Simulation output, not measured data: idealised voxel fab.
voxel wiring stack: a process module
In the cross-section labelled cut, the width is 155 nm and each square cell is 5 nm.
Just so we're on the same page, the cross-sections are grids of square cells, and they're listed out in bands top to bottom, each band one or more rows deep.
Top, bottom (nm), then materials left to right with widths (nm); lone material tagged "throughout" fills the whole band edge to edge; "air" = empty space.
We count height from 0. Below that, the starting wafer is all one material. The lowest band never ends at the bottom but goes on down; see "0 down" for how that is written.
It should be noted that a width expressed as "30 to 40" varies in equal increments from row to row of cells within the band, taking the value of the first number at the top row and that of the second number at the bottom row.
Reading "all unchanged" for a step: not a cell of the cross-section changed in it.
Listed in "Listed closed voids": every empty space of 8 or more cells without an open way to the top. Form: width x height at distance, the distance being from the left edge, all in nm.
On a step's line, text after the settings is the simulator commenting on that step.
overlay nm: on a step with a mask, how far right of its planned place the mask lay; negative means left.

-- So here's the lineup of process steps we planned
step 1: RECEIVE [material Si]
step 2: CONFORMAL_DEP [material SiO2] [thk nm 15]
step 3: CONFORMAL_DEP [material SiCN] [thk nm 5]
step 4: DIRECTIONAL_DEP [material lowk] [thk nm 20]
step 5: PATTERN [tone open] [mask id METAL_1] [material resist] [width nm 20] [pitch nm 40] [thk nm 20] [overlay nm 0]
step 6: DIRECTIONAL_ETCH [etch materials lowk] [depth nm 20]
step 7: DIRECTIONAL_ETCH [etch materials SiCN] [depth nm 5]
step 8: STRIP [etch materials resist]
step 9: CONFORMAL_DEP [material TiN] [thk nm 5]
step 10: FILL_DEP [material W] [thk nm 10]
step 11: CMP [height nm 40]
step 12: CONFORMAL_DEP [material SiCN] [thk nm 5]
step 13: DIRECTIONAL_DEP [material lowk] [thk nm 15]
step 14: MASKED_ETCH [tone open] [mask id PLUG_1] [width nm 15] [pitch nm 40] [etch materials lowk] [depth nm 15] [overlay nm 0]
step 15: MASKED_ETCH [tone open] [mask id PLUG_1] [width nm 15] [pitch nm 40] [etch materials SiCN] [depth nm 5] [overlay nm 0]
step 16: EPI [material Ru] [thk nm 10]
step 17: EPI [material Ru] [thk nm 10]
step 18: CONFORMAL_DEP [material SiCN] [thk nm 5]
step 19: DIRECTIONAL_DEP [material SiO2] [thk nm 25]
step 20: DIRECTIONAL_DEP [material aC] [thk nm 10]
step 21: PATTERN [tone open] [mask id METAL_2] [material resist] [width nm 20] [pitch nm 40] [thk nm 25] [overlay nm 0]
step 22: DIRECTIONAL_ETCH [etch materials aC] [depth nm 10]
step 23: STRIP [etch materials resist]
step 24: DIRECTIONAL_ETCH [etch materials SiO2] [depth nm 25]
step 25: DIRECTIONAL_ETCH [etch materials SiCN] [depth nm 5]
step 26: STRIP [etch materials aC]
step 27: CONFORMAL_DEP [material TiN] [thk nm 5]
step 28: FILL_DEP [material W] [thk nm 10]
step 29: CMP [height nm 90]
step 30: CONFORMAL_DEP [material SiCN] [thk nm 5]
step 31: DIRECTIONAL_DEP [material SiO2] [thk nm 15]
step 32: MASKED_ETCH [tone open] [mask id PLUG_2] [width nm 15] [pitch nm 40] [etch materials SiO2] [depth nm 15] [overlay nm 0]
step 33: MASKED_ETCH [tone open] [mask id PLUG_2] [width nm 15] [pitch nm 40] [etch materials SiCN] [depth nm 5] [overlay nm 0]
step 34: EPI [material Ru] [thk nm 10]
step 35: EPI [material Ru] [thk nm 10]
step 36: CONFORMAL_DEP [material SiCN] [thk nm 5]
step 37: DIRECTIONAL_DEP [material lowk] [thk nm 15]
step 38: DIRECTIONAL_DEP [material aC] [thk nm 10]
step 39: PATTERN [tone open] [mask id METAL_3] [material resist] [width nm 20] [pitch nm 40] [thk nm 30] [overlay nm 0]
step 40: DIRECTIONAL_ETCH [etch materials aC] [depth nm 10]
step 41: STRIP [etch materials resist]
step 42: DIRECTIONAL_ETCH [etch materials lowk] [depth nm 15]
step 43: DIRECTIONAL_ETCH [etch materials SiCN] [depth nm 5]
step 44: STRIP [etch materials aC]
step 45: CONFORMAL_DEP [material TiN] [thk nm 5]
step 46: FILL_DEP [material Cu] [thk nm 5]
step 47: CMP [height nm 130]
step 48: EPI [material Ru] [thk nm 5]
step 49: FILL_DEP [material SiCN] [thk nm 5]

-- Account of the first of two wafers, which was processed as intended

-- As received (post step 1): cross-section
    0 down = Si throughout
    Listed closed voids: none

-- The wafer in cross-section once step 2 is complete
    15 to 0 = SiO2 throughout
    Under the height 0 nothing was changed.

-- The wafer in cross-section once step 3 is complete
    20 to 15 = SiCN throughout
    Under the height 15 nothing was changed.

-- The wafer in cross-section once step 4 is complete
    40 to 20 = lowk throughout
    Under the height 20 nothing was changed.

-- The wafer in cross-section once step 5 is complete
    60 to 40 = 25 resist, 20 air, 20 resist, 20 air, 20 resist, 20 air, 30 resist
    Under the height 40 nothing was changed.

-- The wafer in cross-section once step 6 is complete
    60 to 40 = 25 resist, 20 air, 20 resist, 20 air, 20 resist, 20 air, 30 resist
    40 to 20 = 25 lowk, 20 air, 20 lowk, 20 air, 20 lowk, 20 air, 30 lowk
    Under the height 20 nothing was changed.

-- The wafer in cross-section once step 7 is complete
    60 to 40 = 25 resist, 20 air, 20 resist, 20 air, 20 resist, 20 air, 30 resist
    40 to 20 = 25 lowk, 20 air, 20 lowk, 20 air, 20 lowk, 20 air, 30 lowk
    20 to 15 = 25 SiCN, 20 air, 20 SiCN, 20 air, 20 SiCN, 20 air, 30 SiCN
    Under the height 15 nothing was changed.

-- The wafer in cross-section once step 8 is complete
    40 to 20 = 25 lowk, 20 air, 20 lowk, 20 air, 20 lowk, 20 air, 30 lowk
    Under the height 20 nothing was changed.

-- The wafer in cross-section once step 9 is complete
    45 to 40 = 30 TiN, 10 air, 30 TiN, 10 air, 30 TiN, 10 air, 35 TiN
    40 to 20 = 25 lowk, 5 TiN, 10 air, 5 TiN, 20 lowk, 5 TiN, 10 air, 5 TiN, 20 lowk, 5 TiN, 10 air, 5 TiN, 30 lowk
    20 to 15 = 25 SiCN, 20 TiN, 20 SiCN, 20 TiN, 20 SiCN, 20 TiN, 30 SiCN
    Under the height 15 nothing was changed.

-- The wafer in cross-section once step 10 is complete
    55 to 45 = W throughout
    45 to 40 = 30 TiN, 10 W, 30 TiN, 10 W, 30 TiN, 10 W, 35 TiN
    40 to 20 = 25 lowk, 5 TiN, 10 W, 5 TiN, 20 lowk, 5 TiN, 10 W, 5 TiN, 20 lowk, 5 TiN, 10 W, 5 TiN, 30 lowk
    Under the height 20 nothing was changed.

-- The wafer in cross-section once step 11 is complete
    40 to 20 = 25 lowk, 5 TiN, 10 W, 5 TiN, 20 lowk, 5 TiN, 10 W, 5 TiN, 20 lowk, 5 TiN, 10 W, 5 TiN, 30 lowk
    Under the height 20 nothing was changed.

-- The wafer in cross-section once step 12 is complete
    45 to 40 = SiCN throughout
    Under the height 40 nothing was changed.

-- The wafer in cross-section once step 13 is complete
    60 to 45 = lowk throughout
    Under the height 45 nothing was changed.

-- The wafer in cross-section once step 14 is complete
    60 to 45 = 25 lowk, 15 air, 25 lowk, 15 air, 25 lowk, 15 air, 35 lowk
    Under the height 45 nothing was changed.

-- The wafer in cross-section once step 15 is complete
    60 to 45 = 25 lowk, 15 air, 25 lowk, 15 air, 25 lowk, 15 air, 35 lowk
    45 to 40 = 25 SiCN, 15 air, 25 SiCN, 15 air, 25 SiCN, 15 air, 35 SiCN
    Under the height 40 nothing was changed.

-- The wafer in cross-section once step 16 is complete
    60 to 50 = 25 lowk, 15 air, 25 lowk, 15 air, 25 lowk, 15 air, 35 lowk
    50 to 45 = 25 lowk, 15 Ru, 25 lowk, 15 Ru, 25 lowk, 15 Ru, 35 lowk
    45 to 40 = 25 SiCN, 15 Ru, 25 SiCN, 15 Ru, 25 SiCN, 15 Ru, 35 SiCN
    Under the height 40 nothing was changed.

-- The wafer in cross-section once step 17 is complete
    60 to 45 = 25 lowk, 15 Ru, 25 lowk, 15 Ru, 25 lowk, 15 Ru, 35 lowk
    Under the height 45 nothing was changed.

-- The wafer in cross-section once step 18 is complete
    65 to 60 = SiCN throughout
    Under the height 60 nothing was changed.

-- The wafer in cross-section once step 19 is complete
    90 to 65 = SiO2 throughout
    Under the height 65 nothing was changed.

-- The wafer in cross-section once step 20 is complete
    100 to 90 = aC throughout
    Under the height 90 nothing was changed.

-- The wafer in cross-section once step 21 is complete
    125 to 100 = 25 resist, 20 air, 20 resist, 20 air, 20 resist, 20 air, 30 resist
    Under the height 100 nothing was changed.

-- The wafer in cross-section once step 22 is complete
    115 to 100 = 25 resist, 20 air, 20 resist, 20 air, 20 resist, 20 air, 30 resist
    100 to 90 = 25 aC, 20 air, 20 aC, 20 air, 20 aC, 20 air, 30 aC
    Under the height 90 nothing was changed.

-- The wafer in cross-section once step 23 is complete
    100 to 90 = 25 aC, 20 air, 20 aC, 20 air, 20 aC, 20 air, 30 aC
    Under the height 90 nothing was changed.

-- The wafer in cross-section once step 24 is complete
    100 to 90 = 25 aC, 20 air, 20 aC, 20 air, 20 aC, 20 air, 30 aC
    90 to 65 = 25 SiO2, 20 air, 20 SiO2, 20 air, 20 SiO2, 20 air, 30 SiO2
    Under the height 65 nothing was changed.

-- The wafer in cross-section once step 25 is complete
    100 to 90 = 25 aC, 20 air, 20 aC, 20 air, 20 aC, 20 air, 30 aC
    90 to 65 = 25 SiO2, 20 air, 20 SiO2, 20 air, 20 SiO2, 20 air, 30 SiO2
    65 to 60 = 25 SiCN, 20 air, 20 SiCN, 20 air, 20 SiCN, 20 air, 30 SiCN
    Under the height 60 nothing was changed.

-- The wafer in cross-section once step 26 is complete
    90 to 65 = 25 SiO2, 20 air, 20 SiO2, 20 air, 20 SiO2, 20 air, 30 SiO2
    Under the height 65 nothing was changed.

-- The wafer in cross-section once step 27 is complete
    95 to 90 = 30 TiN, 10 air, 30 TiN, 10 air, 30 TiN, 10 air, 35 TiN
    90 to 65 = 25 SiO2, 5 TiN, 10 air, 5 TiN, 20 SiO2, 5 TiN, 10 air, 5 TiN, 20 SiO2, 5 TiN, 10 air, 5 TiN, 30 SiO2
    65 to 60 = 25 SiCN, 20 TiN, 20 SiCN, 20 TiN, 20 SiCN, 20 TiN, 30 SiCN
    Under the height 60 nothing was changed.

-- The wafer in cross-section once step 28 is complete
    105 to 95 = W throughout
    95 to 90 = 30 TiN, 10 W, 30 TiN, 10 W, 30 TiN, 10 W, 35 TiN
    90 to 65 = 25 SiO2, 5 TiN, 10 W, 5 TiN, 20 SiO2, 5 TiN, 10 W, 5 TiN, 20 SiO2, 5 TiN, 10 W, 5 TiN, 30 SiO2
    Under the height 65 nothing was changed.

-- The wafer in cross-section once step 29 is complete
    90 to 65 = 25 SiO2, 5 TiN, 10 W, 5 TiN, 20 SiO2, 5 TiN, 10 W, 5 TiN, 20 SiO2, 5 TiN, 10 W, 5 TiN, 30 SiO2
    Under the height 65 nothing was changed.

-- The wafer in cross-section once step 30 is complete
    95 to 90 = SiCN throughout
    Under the height 90 nothing was changed.

-- The wafer in cross-section once step 31 is complete
    110 to 95 = SiO2 throughout
    Under the height 95 nothing was changed.

-- The wafer in cross-section once step 32 is complete
    110 to 95 = 25 SiO2, 15 air, 25 SiO2, 15 air, 25 SiO2, 15 air, 35 SiO2
    Under the height 95 nothing was changed.

-- The wafer in cross-section once step 33 is complete
    110 to 95 = 25 SiO2, 15 air, 25 SiO2, 15 air, 25 SiO2, 15 air, 35 SiO2
    95 to 90 = 25 SiCN, 15 air, 25 SiCN, 15 air, 25 SiCN, 15 air, 35 SiCN
    Under the height 90 nothing was changed.

-- The wafer in cross-section once step 34 is complete
    110 to 100 = 25 SiO2, 15 air, 25 SiO2, 15 air, 25 SiO2, 15 air, 35 SiO2
    100 to 95 = 25 SiO2, 15 Ru, 25 SiO2, 15 Ru, 25 SiO2, 15 Ru, 35 SiO2
    95 to 90 = 25 SiCN, 15 Ru, 25 SiCN, 15 Ru, 25 SiCN, 15 Ru, 35 SiCN
    Under the height 90 nothing was changed.

-- The wafer in cross-section once step 35 is complete
    110 to 95 = 25 SiO2, 15 Ru, 25 SiO2, 15 Ru, 25 SiO2, 15 Ru, 35 SiO2
    Under the height 95 nothing was changed.

-- The wafer in cross-section once step 36 is complete
    115 to 110 = SiCN throughout
    Under the height 110 nothing was changed.

-- The wafer in cross-section once step 37 is complete
    130 to 115 = lowk throughout
    Under the height 115 nothing was changed.

-- The wafer in cross-section once step 38 is complete
    140 to 130 = aC throughout
    Under the height 130 nothing was changed.

-- The wafer in cross-section once step 39 is complete
    170 to 140 = 25 resist, 20 air, 20 resist, 20 air, 20 resist, 20 air, 30 resist
    Under the height 140 nothing was changed.

-- The wafer in cross-section once step 40 is complete
    160 to 140 = 25 resist, 20 air, 20 resist, 20 air, 20 resist, 20 air, 30 resist
    140 to 130 = 25 aC, 20 air, 20 aC, 20 air, 20 aC, 20 air, 30 aC
    Under the height 130 nothing was changed.

-- The wafer in cross-section once step 41 is complete
    140 to 130 = 25 aC, 20 air, 20 aC, 20 air, 20 aC, 20 air, 30 aC
    Under the height 130 nothing was changed.

-- The wafer in cross-section once step 42 is complete
    140 to 130 = 25 aC, 20 air, 20 aC, 20 air, 20 aC, 20 air, 30 aC
    130 to 115 = 25 lowk, 20 air, 20 lowk, 20 air, 20 lowk, 20 air, 30 lowk
    Under the height 115 nothing was changed.

-- The wafer in cross-section once step 43 is complete
    140 to 130 = 25 aC, 20 air, 20 aC, 20 air, 20 aC, 20 air, 30 aC
    130 to 115 = 25 lowk, 20 air, 20 lowk, 20 air, 20 lowk, 20 air, 30 lowk
    115 to 110 = 25 SiCN, 20 air, 20 SiCN, 20 air, 20 SiCN, 20 air, 30 SiCN
    Under the height 110 nothing was changed.

-- The wafer in cross-section once step 44 is complete
    130 to 115 = 25 lowk, 20 air, 20 lowk, 20 air, 20 lowk, 20 air, 30 lowk
    Under the height 115 nothing was changed.

-- The wafer in cross-section once step 45 is complete
    135 to 130 = 30 TiN, 10 air, 30 TiN, 10 air, 30 TiN, 10 air, 35 TiN
    130 to 115 = 25 lowk, 5 TiN, 10 air, 5 TiN, 20 lowk, 5 TiN, 10 air, 5 TiN, 20 lowk, 5 TiN, 10 air, 5 TiN, 30 lowk
    115 to 110 = 25 SiCN, 20 TiN, 20 SiCN, 20 TiN, 20 SiCN, 20 TiN, 30 SiCN
    Under the height 110 nothing was changed.

-- The wafer in cross-section once step 46 is complete
    140 to 135 = Cu throughout
    135 to 130 = 30 TiN, 10 Cu, 30 TiN, 10 Cu, 30 TiN, 10 Cu, 35 TiN
    130 to 115 = 25 lowk, 5 TiN, 10 Cu, 5 TiN, 20 lowk, 5 TiN, 10 Cu, 5 TiN, 20 lowk, 5 TiN, 10 Cu, 5 TiN, 30 lowk
    Under the height 115 nothing was changed.

-- The wafer in cross-section once step 47 is complete
    130 to 115 = 25 lowk, 5 TiN, 10 Cu, 5 TiN, 20 lowk, 5 TiN, 10 Cu, 5 TiN, 20 lowk, 5 TiN, 10 Cu, 5 TiN, 30 lowk
    Under the height 115 nothing was changed.

-- The wafer in cross-section once step 48 is complete
    135 to 130 = 20 air, 30 Ru, 10 air, 30 Ru, 10 air, 30 Ru, 25 air
    Under the height 130 nothing was changed.

-- The wafer in cross-section once step 49 is complete
    140 to 135 = SiCN throughout
    135 to 130 = 20 SiCN, 30 Ru, 10 SiCN, 30 Ru, 10 SiCN, 30 Ru, 25 SiCN
    Under the height 130 nothing was changed.

-- Wafer two of the pair: same origin, same plan, one error during the run; identical to wafer one up to and including step 17

-- Second wafer cross-section, taken as of the time the plan sets for step 18 to be done
    65 to 60 = W throughout
    Under the height 60 nothing was changed.

-- Second wafer cross-section, taken as of the time the plan sets for step 19 to be done
    90 to 65 = SiO2 throughout
    Under the height 65 nothing was changed.

-- Second wafer cross-section, taken as of the time the plan sets for step 20 to be done
    100 to 90 = aC throughout
    Under the height 90 nothing was changed.

-- Second wafer cross-section, taken as of the time the plan sets for step 21 to be done
    125 to 100 = 25 resist, 20 air, 20 resist, 20 air, 20 resist, 20 air, 30 resist
    Under the height 100 nothing was changed.

-- Second wafer cross-section, taken as of the time the plan sets for step 22 to be done
    115 to 100 = 25 resist, 20 air, 20 resist, 20 air, 20 resist, 20 air, 30 resist
    100 to 90 = 25 aC, 20 air, 20 aC, 20 air, 20 aC, 20 air, 30 aC
    Under the height 90 nothing was changed.

-- Second wafer cross-section, taken as of the time the plan sets for step 23 to be done
    100 to 90 = 25 aC, 20 air, 20 aC, 20 air, 20 aC, 20 air, 30 aC
    Under the height 90 nothing was changed.

-- Second wafer cross-section, taken as of the time the plan sets for step 24 to be done
    100 to 90 = 25 aC, 20 air, 20 aC, 20 air, 20 aC, 20 air, 30 aC
    90 to 65 = 25 SiO2, 20 air, 20 SiO2, 20 air, 20 SiO2, 20 air, 30 SiO2
    Under the height 65 nothing was changed.

Second wafer cross-section, taken as of the time the plan sets for step 25 to be done: all unchanged

-- Second wafer cross-section, taken as of the time the plan sets for step 26 to be done
    90 to 65 = 25 SiO2, 20 air, 20 SiO2, 20 air, 20 SiO2, 20 air, 30 SiO2
    Under the height 65 nothing was changed.

-- Second wafer cross-section, taken as of the time the plan sets for step 27 to be done
    95 to 90 = 30 TiN, 10 air, 30 TiN, 10 air, 30 TiN, 10 air, 35 TiN
    90 to 70 = 25 SiO2, 5 TiN, 10 air, 5 TiN, 20 SiO2, 5 TiN, 10 air, 5 TiN, 20 SiO2, 5 TiN, 10 air, 5 TiN, 30 SiO2
    70 to 65 = 25 SiO2, 20 TiN, 20 SiO2, 20 TiN, 20 SiO2, 20 TiN, 30 SiO2
    Under the height 65 nothing was changed.

-- Second wafer cross-section, taken as of the time the plan sets for step 28 to be done
    105 to 95 = W throughout
    95 to 90 = 30 TiN, 10 W, 30 TiN, 10 W, 30 TiN, 10 W, 35 TiN
    90 to 70 = 25 SiO2, 5 TiN, 10 W, 5 TiN, 20 SiO2, 5 TiN, 10 W, 5 TiN, 20 SiO2, 5 TiN, 10 W, 5 TiN, 30 SiO2
    Under the height 70 nothing was changed.

-- Second wafer cross-section, taken as of the time the plan sets for step 29 to be done
    90 to 70 = 25 SiO2, 5 TiN, 10 W, 5 TiN, 20 SiO2, 5 TiN, 10 W, 5 TiN, 20 SiO2, 5 TiN, 10 W, 5 TiN, 30 SiO2
    Under the height 70 nothing was changed.

-- Second wafer cross-section, taken as of the time the plan sets for step 30 to be done
    95 to 90 = SiCN throughout
    Under the height 90 nothing was changed.

-- Second wafer cross-section, taken as of the time the plan sets for step 31 to be done
    110 to 95 = SiO2 throughout
    Under the height 95 nothing was changed.

-- Second wafer cross-section, taken as of the time the plan sets for step 32 to be done
    110 to 95 = 25 SiO2, 15 air, 25 SiO2, 15 air, 25 SiO2, 15 air, 35 SiO2
    Under the height 95 nothing was changed.

-- Second wafer cross-section, taken as of the time the plan sets for step 33 to be done
    110 to 95 = 25 SiO2, 15 air, 25 SiO2, 15 air, 25 SiO2, 15 air, 35 SiO2
    95 to 90 = 25 SiCN, 15 air, 25 SiCN, 15 air, 25 SiCN, 15 air, 35 SiCN
    Under the height 90 nothing was changed.

-- Second wafer cross-section, taken as of the time the plan sets for step 34 to be done
    110 to 100 = 25 SiO2, 15 air, 25 SiO2, 15 air, 25 SiO2, 15 air, 35 SiO2
    100 to 95 = 25 SiO2, 15 Ru, 25 SiO2, 15 Ru, 25 SiO2, 15 Ru, 35 SiO2
    95 to 90 = 25 SiCN, 15 Ru, 25 SiCN, 15 Ru, 25 SiCN, 15 Ru, 35 SiCN
    Under the height 90 nothing was changed.

-- Second wafer cross-section, taken as of the time the plan sets for step 35 to be done
    110 to 95 = 25 SiO2, 15 Ru, 25 SiO2, 15 Ru, 25 SiO2, 15 Ru, 35 SiO2
    Under the height 95 nothing was changed.

-- Second wafer cross-section, taken as of the time the plan sets for step 36 to be done
    115 to 110 = SiCN throughout
    Under the height 110 nothing was changed.

-- Second wafer cross-section, taken as of the time the plan sets for step 37 to be done
    130 to 115 = lowk throughout
    Under the height 115 nothing was changed.

-- Second wafer cross-section, taken as of the time the plan sets for step 38 to be done
    140 to 130 = aC throughout
    Under the height 130 nothing was changed.

-- Second wafer cross-section, taken as of the time the plan sets for step 39 to be done
    170 to 140 = 25 resist, 20 air, 20 resist, 20 air, 20 resist, 20 air, 30 resist
    Under the height 140 nothing was changed.

-- Second wafer cross-section, taken as of the time the plan sets for step 40 to be done
    160 to 140 = 25 resist, 20 air, 20 resist, 20 air, 20 resist, 20 air, 30 resist
    140 to 130 = 25 aC, 20 air, 20 aC, 20 air, 20 aC, 20 air, 30 aC
    Under the height 130 nothing was changed.

-- Second wafer cross-section, taken as of the time the plan sets for step 41 to be done
    140 to 130 = 25 aC, 20 air, 20 aC, 20 air, 20 aC, 20 air, 30 aC
    Under the height 130 nothing was changed.

-- Second wafer cross-section, taken as of the time the plan sets for step 42 to be done
    140 to 130 = 25 aC, 20 air, 20 aC, 20 air, 20 aC, 20 air, 30 aC
    130 to 115 = 25 lowk, 20 air, 20 lowk, 20 air, 20 lowk, 20 air, 30 lowk
    Under the height 115 nothing was changed.

-- Second wafer cross-section, taken as of the time the plan sets for step 43 to be done
    140 to 130 = 25 aC, 20 air, 20 aC, 20 air, 20 aC, 20 air, 30 aC
    130 to 115 = 25 lowk, 20 air, 20 lowk, 20 air, 20 lowk, 20 air, 30 lowk
    115 to 110 = 25 SiCN, 20 air, 20 SiCN, 20 air, 20 SiCN, 20 air, 30 SiCN
    Under the height 110 nothing was changed.

-- Second wafer cross-section, taken as of the time the plan sets for step 44 to be done
    130 to 115 = 25 lowk, 20 air, 20 lowk, 20 air, 20 lowk, 20 air, 30 lowk
    Under the height 115 nothing was changed.

-- Second wafer cross-section, taken as of the time the plan sets for step 45 to be done
    135 to 130 = 30 TiN, 10 air, 30 TiN, 10 air, 30 TiN, 10 air, 35 TiN
    130 to 115 = 25 lowk, 5 TiN, 10 air, 5 TiN, 20 lowk, 5 TiN, 10 air, 5 TiN, 20 lowk, 5 TiN, 10 air, 5 TiN, 30 lowk
    115 to 110 = 25 SiCN, 20 TiN, 20 SiCN, 20 TiN, 20 SiCN, 20 TiN, 30 SiCN
    Under the height 110 nothing was changed.

-- Second wafer cross-section, taken as of the time the plan sets for step 46 to be done
    140 to 135 = Cu throughout
    135 to 130 = 30 TiN, 10 Cu, 30 TiN, 10 Cu, 30 TiN, 10 Cu, 35 TiN
    130 to 115 = 25 lowk, 5 TiN, 10 Cu, 5 TiN, 20 lowk, 5 TiN, 10 Cu, 5 TiN, 20 lowk, 5 TiN, 10 Cu, 5 TiN, 30 lowk
    Under the height 115 nothing was changed.

-- Second wafer cross-section, taken as of the time the plan sets for step 47 to be done
    130 to 115 = 25 lowk, 5 TiN, 10 Cu, 5 TiN, 20 lowk, 5 TiN, 10 Cu, 5 TiN, 20 lowk, 5 TiN, 10 Cu, 5 TiN, 30 lowk
    Under the height 115 nothing was changed.

-- Second wafer cross-section, taken as of the time the plan sets for step 48 to be done
    135 to 130 = 20 air, 30 Ru, 10 air, 30 Ru, 10 air, 30 Ru, 25 air
    Under the height 130 nothing was changed.

-- Second wafer cross-section, taken as of the time the plan sets for step 49 to be done
    140 to 135 = SiCN throughout
    135 to 130 = 20 SiCN, 30 Ru, 10 SiCN, 30 Ru, 10 SiCN, 30 Ru, 25 SiCN
    Under the height 130 nothing was changed.
Plan not followed: for step 18, the planned setting was not used; the step was instead run as CONFORMAL_DEP [material W] [thk nm 5]
Materials where the second wafer ends with more or fewer cells than the first: -19 SiCN | -6 TiN | +25 W
